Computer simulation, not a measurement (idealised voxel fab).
process module | voxel double patterning
cross-section cut | 180 nm wide | cells 5 nm
A cross-section is a grid of square cells, given in bands from the top down. A band is one or more rows of cells.
Each band's line starts with the height of the band's top and of its bottom, in nm. Then come its materials from left to right, each with its width in nm. One material with "throughout" fills the band from edge to edge. "air" is empty space.
Height 0 is the level under which the wafer as received is all one material. The lowest band goes on downwards, as in "0 down".
A width such as "30 to 40" changes by the same amount from each row of cells to the next, from the band's top row to its bottom row.
"no change" after a step means that no cell of the cross-section changed.
closed voids: empty space of 8 cells or more with no open way to the top, each as width x height at its distance from the left edge, in nm
after a step's settings: what the simulator itself notes on the step
overlay nm, on a step with a mask: how far to the right of its planned place the mask lay; to the left if negative
plan
1 op RECEIVE | material Si
2 op CONFORMAL_DEP | material SiO2 | thk nm 10
3 op DIRECTIONAL_DEP | material W | thk nm 20
4 op DIRECTIONAL_DEP | material SiN | thk nm 5
5 op PATTERN | tone open | mask id FIRST | material resist | width nm 15 | pitch nm 50 | thk nm 15 | overlay nm 0
6 op DIRECTIONAL_ETCH | etch materials SiN | depth nm 5
7 op STRIP | etch materials resist
8 op DIRECTIONAL_DEP | material aC | thk nm 15
9 op PATTERN | tone open | mask id SECOND | material resist | width nm 15 | pitch nm 50 | thk nm 30 | overlay nm 0
10 op DIRECTIONAL_ETCH | etch materials aC | depth nm 15
11 op STRIP | etch materials resist
12 op DIRECTIONAL_ETCH | etch materials SiN | depth nm 5
13 op STRIP | etch materials aC
14 op DIRECTIONAL_ETCH | etch materials W | depth nm 20
15 op STRIP | etch materials SiN
as received, after step 1
  0 down: Si throughout
  closed voids: none
a wafer at the end: this start, this plan, one mistake
  30 to 0: SiO2 throughout
  0 down: Si throughout
  closed voids: none
what went wrong: step 3 ran as: op DIRECTIONAL_DEP | material SiO2 | thk nm 20
